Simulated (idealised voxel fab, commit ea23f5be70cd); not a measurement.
The process module presented herein is designated voxel transistor to metal.
Xsec cut, 170 nm wide, square cell size 5 nm.
In what follows, cross-sections appear as grids of square cells, described through bands that run from the top down, where every band is one or more rows of cells.
The band entry comprises the height of the band's top followed by the height of its bottom, expressed in nm, and subsequently the band's materials from left to right, each stated together with its width in nm. Where a single material is marked with the word "edge to edge", that material fills the band from edge to edge. The word "air" represents empty space.
Heights are measured from 0, the level below which the as-received wafer is all one material; the lowest band has no bottom and continues downward, written as in "0..down".
When a width is written as two numbers, as in "30 to 40", the first number is the width in the top row of cells of the band and the second is the width in its bottom row, and the width changes by the same amount from each row to the next.
What does "stayed the same" mean for a step? It means no cell of the cross-section changed in that step.
Empty spaces without an open route to the top, at least 8 cells in extent, make up the entry "Voids, fully enclosed"; each is given as width x height at distance, where the distance is measured from the left edge, and all are in nm.
It should be noted that, on the line of a given step, the content following the step's settings is a remark produced by the simulator itself with respect to that step.
overlay nm: how far to the right of its planned place the mask lay on this masked step (negative: to the left).
-- Listed below are the process steps as planned
1. RECEIVE | material Si
2. OXIDIZE | depth nm 5
3. CONFORMAL_DEP | material SiN | thk nm 10
4. MASKED_ETCH | tone cover | mask id ACTIVE | width nm 110 | etch materials SiN | depth nm 10 | overlay nm 0
5. MASKED_ETCH | tone cover | mask id ACTIVE | width nm 110 | etch materials SiO2 | depth nm 5 | overlay nm 0
6. MASKED_ETCH | tone cover | mask id ACTIVE | width nm 110 | etch materials Si | depth nm 20 | overlay nm 0
7. OXIDIZE | depth nm 5
8. FILL_DEP | material SiO2 | thk nm 15
9. CMP | height nm 10
10. SELECTIVE_ETCH | etch materials SiO2 | depth nm 10
11. STRIP | etch materials SiN
12. SELECTIVE_ETCH | etch materials SiO2 | depth nm 5
13. OXIDIZE | depth nm 5
14. DIRECTIONAL_DEP | material polySi | thk nm 20
15. DIRECTIONAL_DEP | material SiCN | thk nm 10
16. DIRECTIONAL_DEP | material aC | thk nm 15
17. PATTERN | tone cover | mask id GATE | material resist | width nm 30 | thk nm 35 | overlay nm 0
18. DIRECTIONAL_ETCH | etch materials aC | depth nm 15
19. STRIP | etch materials resist
20. DIRECTIONAL_ETCH | etch materials SiCN | depth nm 20
21. DIRECTIONAL_ETCH | etch materials polySi | depth nm 30
22. STRIP | etch materials aC
23. CONFORMAL_DEP | material SiO2 | thk nm 5
24. DIRECTIONAL_ETCH | etch materials SiO2 | depth nm 5
25. CONFORMAL_DEP | material SiN | thk nm 5
26. DIRECTIONAL_ETCH | etch materials SiN | depth nm 5
27. DIRECTIONAL_ETCH | etch materials SiO2 | depth nm 5
28. DIRECTIONAL_ETCH | etch materials Si | depth nm 10
29. EPI | material SiGe | thk nm 15
30. FILL_DEP | material SiO2 | thk nm 10
31. CMP | height nm 15
32. STRIP | etch materials polySi
33. SELECTIVE_ETCH | etch materials SiO2 | depth nm 5
34. CONFORMAL_DEP | material HfO2 | thk nm 5
35. CONFORMAL_DEP | material TiN | thk nm 5
36. FILL_DEP | material W | thk nm 5
37. CMP | height nm 10
38. DIRECTIONAL_DEP | material SiO2 | thk nm 10
39. MASKED_ETCH | tone open | mask id CONTACT | width nm 20 | pitch nm 80 | etch materials SiO2 | depth nm 25 | overlay nm 0
40. CONFORMAL_DEP | material TiN | thk nm 5
41. FILL_DEP | material W | thk nm 10
42. CMP | height nm 20
43. DIRECTIONAL_DEP | material TiN | thk nm 5
44. DIRECTIONAL_DEP | material W | thk nm 20
45. PATTERN | tone cover | mask id METAL_1 | material resist | width nm 15 | pitch nm 80 | thk nm 20 | overlay nm 0
46. DIRECTIONAL_ETCH | etch materials W | depth nm 20
47. DIRECTIONAL_ETCH | etch materials TiN | depth nm 5
48. STRIP | etch materials resist
49. CONFORMAL_DEP | material SiN | thk nm 5
50. FILL_DEP | material lowk | thk nm 10
51. CMP | height nm 45
52. CONFORMAL_DEP | material SiN | thk nm 5
Where the wafers of this document differ is in the width nm of step 45; they start out the same, and the plan states the value that applied to the first wafer.
-- Here's the first of the wafers in cross-section, just as we got it, i.e. after step 1
	0..down  Si edge to edge
	Voids, fully enclosed: none
-- Depicted here is the first of several wafers in cross-section, at module completion following the last step, step 52
	50..45  SiN edge to edge
	45..25  35 of lowk, then 5 of SiN, then 15 of W, then 5 of SiN, then 55 of lowk, then 5 of SiN, then 15 of W, then 5 of SiN, then 30 of lowk
	25..20  40 of SiN, then 15 of TiN, then 65 of SiN, then 15 of TiN, then 35 of SiN
	20..10  35 of SiO2, then 5 of TiN, then 10 of W, then 5 of TiN, then 60 of SiO2, then 5 of TiN, then 10 of W, then 5 of TiN, then 35 of SiO2
	10..5  35 of SiO2, then 20 of TiN, then 5 of SiO2, then 5 of SiN, then 5 of HfO2, then 5 of TiN, then 20 of W, then 5 of TiN, then 5 of HfO2, then 5 of SiN, then 5 of SiO2, then 20 of TiN, then 35 of SiO2
	5..0  35 of SiO2, then 10 of TiN, then 15 of SiGe, then 5 of SiN, then 5 of HfO2, then 5 of TiN, then 20 of W, then 5 of TiN, then 5 of HfO2, then 5 of SiN, then 15 of SiGe, then 10 of TiN, then 35 of SiO2
	0..-5  35 of SiO2, then 10 of TiN, then 15 of SiGe, then 5 of SiN, then 5 of HfO2, then 30 of TiN, then 5 of HfO2, then 5 of SiN, then 15 of SiGe, then 10 of TiN, then 35 of SiO2
	-5..-10  30 of SiO2, then 30 of SiGe, then 5 of SiO2, then 40 of HfO2, then 5 of SiO2, then 30 of SiGe, then 30 of SiO2
	-10..-20  35 of SiO2, then 25 of SiGe, then 50 of Si, then 25 of SiGe, then 35 of SiO2
	-20..-30  35 of SiO2, then 100 of Si, then 35 of SiO2
	-30..down  Si edge to edge
	Voids, fully enclosed: none
-- Cross-sectional view of the final wafer of several at the module's end
	50..45  SiN edge to edge
	45..25  25 of lowk, then 5 of SiN, then 35 of W, then 5 of SiN, then 35 of lowk, then 5 of SiN, then 35 of W, then 5 of SiN, then 20 of lowk
	25..20  30 of SiN, then 35 of TiN, then 45 of SiN, then 35 of TiN, then 25 of SiN
	20..10  35 of SiO2, then 5 of TiN, then 10 of W, then 5 of TiN, then 60 of SiO2, then 5 of TiN, then 10 of W, then 5 of TiN, then 35 of SiO2
	10..5  35 of SiO2, then 20 of TiN, then 5 of SiO2, then 5 of SiN, then 5 of HfO2, then 5 of TiN, then 20 of W, then 5 of TiN, then 5 of HfO2, then 5 of SiN, then 5 of SiO2, then 20 of TiN, then 35 of SiO2
	5..0  35 of SiO2, then 10 of TiN, then 15 of SiGe, then 5 of SiN, then 5 of HfO2, then 5 of TiN, then 20 of W, then 5 of TiN, then 5 of HfO2, then 5 of SiN, then 15 of SiGe, then 10 of TiN, then 35 of SiO2
	0..-5  35 of SiO2, then 10 of TiN, then 15 of SiGe, then 5 of SiN, then 5 of HfO2, then 30 of TiN, then 5 of HfO2, then 5 of SiN, then 15 of SiGe, then 10 of TiN, then 35 of SiO2
	-5..-10  30 of SiO2, then 30 of SiGe, then 5 of SiO2, then 40 of HfO2, then 5 of SiO2, then 30 of SiGe, then 30 of SiO2
	-10..-20  35 of SiO2, then 25 of SiGe, then 50 of Si, then 25 of SiGe, then 35 of SiO2
	-20..-30  35 of SiO2, then 100 of Si, then 35 of SiO2
	-30..down  Si edge to edge
	Voids, fully enclosed: none
-- Each row below is a wafer at the end of the module, listing for every material the number of cells it has gained (+) or lost (-) since it was received, followed by its closed voids
width nm 15; +14 HfO2; -144 Si; +44 SiGe; +84 SiN; +166 SiO2; +40 TiN; +40 W; +96 lowk; Voids, fully enclosed: none
width nm 20; +14 HfO2; -144 Si; +44 SiGe; +82 SiN; +166 SiO2; +42 TiN; +48 W; +88 lowk; Voids, fully enclosed: none
width nm 25; +14 HfO2; -144 Si; +44 SiGe; +80 SiN; +166 SiO2; +44 TiN; +56 W; +80 lowk; Voids, fully enclosed: none
width nm 30; +14 HfO2; -144 Si; +44 SiGe; +78 SiN; +166 SiO2; +46 TiN; +64 W; +72 lowk; Voids, fully enclosed: none
width nm 35; +14 HfO2; -144 Si; +44 SiGe; +76 SiN; +166 SiO2; +48 TiN; +72 W; +64 lowk; Voids, fully enclosed: none
